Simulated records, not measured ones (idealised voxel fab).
This is a process module. Its name is voxel air gaps.
295 nm wide, 5 nm square cells: that's cross-section cut.
This document writes a cross-section as a grid whose cells are square, and gives it as bands, listed from the top down; one or more rows of cells form a band.
This entry defines a band. It first specifies the height of the band's top and the height of its bottom in nm, and then specifies the band's materials from left to right, stating each material with its width in nm. The word "edge to edge" identifies a single material that fills the band from edge to edge, while the word "air" identifies empty space.
Heights are measured from 0, the level below which the as-received wafer is all one material; the lowest band has no bottom and continues downward, written as in "0 -> down".
Read "30 to 40" as a graded width: first number on top, second number at the bottom, same change between each pair of neighbouring rows.
Given "nothing got changed" for a step, no cell of the cross-section differs between before and after that step.
"Cavities, sealed": empty spaces of 8 cells or more with no open way to the top, each given as width x height at distance, distance from the left edge, all in nm.
Text after the settings on a step's line: the simulator's own remark on that step.
Steps that use a mask can have "overlay nm" on their line. It says how far the mask sat to the right of where it was meant to be. Negative means to the left.

plan:
- 1: RECEIVE,material Si
- 2: CONFORMAL_DEP,material SiO2,thk nm 10
- 3: CONFORMAL_DEP,material SiCN,thk nm 5
- 4: DIRECTIONAL_DEP,material SiO2,thk nm 30
- 5: PATTERN,tone open,mask id LINES,material resist,width nm 25,pitch nm 55,thk nm 15,overlay nm 0
- 6: DIRECTIONAL_ETCH,etch materials SiO2,depth nm 30
- 7: STRIP,etch materials resist
- 8: CONFORMAL_DEP,material TiN,thk nm 5
- 9: FILL_DEP,material Ru,thk nm 5
- 10: CMP,height nm 45
- 11: EPI,material Ru,thk nm 10
- 12: SELECTIVE_ETCH,etch materials SiO2,depth nm 40
- 13: CONFORMAL_DEP,material SiCN,thk nm 5

as received, after step 1:
0 -> down  Si edge to edge
Cavities, sealed: none

The first of the two wafers as seen in cross-section once the module was finished; processing followed the plan:
60 -> 55  air 35  SiCN 220  air 40
55 -> 45  air 35  SiCN 5  Ru 45  SiCN 10  Ru 45  SiCN 10  Ru 45  SiCN 10  Ru 45  SiCN 5  air 40
45 -> 40  air 35  SiCN 15  TiN 5  Ru 15  TiN 5  SiCN 30  TiN 5  Ru 15  TiN 5  SiCN 30  TiN 5  Ru 15  TiN 5  SiCN 30  TiN 5  Ru 15  TiN 5  SiCN 15  air 40
40 -> 20  air 45  SiCN 5  TiN 5  Ru 15  TiN 5  SiCN 5  air 20  SiCN 5  TiN 5  Ru 15  TiN 5  SiCN 5  air 20  SiCN 5  TiN 5  Ru 15  TiN 5  SiCN 5  air 20  SiCN 5  TiN 5  Ru 15  TiN 5  SiCN 5  air 50
20 -> 15  SiCN 50  TiN 25  SiCN 30  TiN 25  SiCN 30  TiN 25  SiCN 30  TiN 25  SiCN 55
15 -> 10  SiCN edge to edge
10 -> 0  SiO2 edge to edge
0 -> down  Si edge to edge
Cavities, sealed: 20 x 20 at 80; 20 x 20 at 135; 20 x 20 at 190

Second wafer cross-section at end of module - shared start and plan with the first, one mistake in the run:
60 -> 55  air 35  SiCN 220  air 40
55 -> 45  air 35  SiCN 5  Ru 45  SiCN 10  Ru 45  SiCN 10  Ru 45  SiCN 10  Ru 45  SiCN 5  air 40
45 -> 40  air 35  SiCN 15  TiN 5  Ru 15  TiN 5  SiCN 30  TiN 5  Ru 15  TiN 5  SiCN 30  TiN 5  Ru 15  TiN 5  SiCN 30  TiN 5  Ru 15  TiN 5  SiCN 15  air 40
40 -> 25  air 45  SiCN 5  TiN 5  Ru 15  TiN 5  SiCN 5  air 20  SiCN 5  TiN 5  Ru 15  TiN 5  SiCN 5  air 20  SiCN 5  TiN 5  Ru 15  TiN 5  SiCN 5  air 20  SiCN 5  TiN 5  Ru 15  TiN 5  SiCN 5  air 50
25 -> 20  SiCN 50  TiN 25  SiCN 30  TiN 25  SiCN 30  TiN 25  SiCN 30  TiN 25  SiCN 55
20 -> 15  SiCN edge to edge
15 -> 0  SiO2 edge to edge
0 -> down  Si edge to edge
Cavities, sealed: 20 x 15 at 80; 20 x 15 at 135; 20 x 15 at 190
What broke from the plan during processing? off-plan run, step 2, actual operation and settings CONFORMAL_DEP,material SiO2,thk nm 15
Wrapping up, a cell-based count of both wafers puts the second over or under the first for these materials: -12 Ru | -8 SiCN | +59 SiO2 | -8 TiN
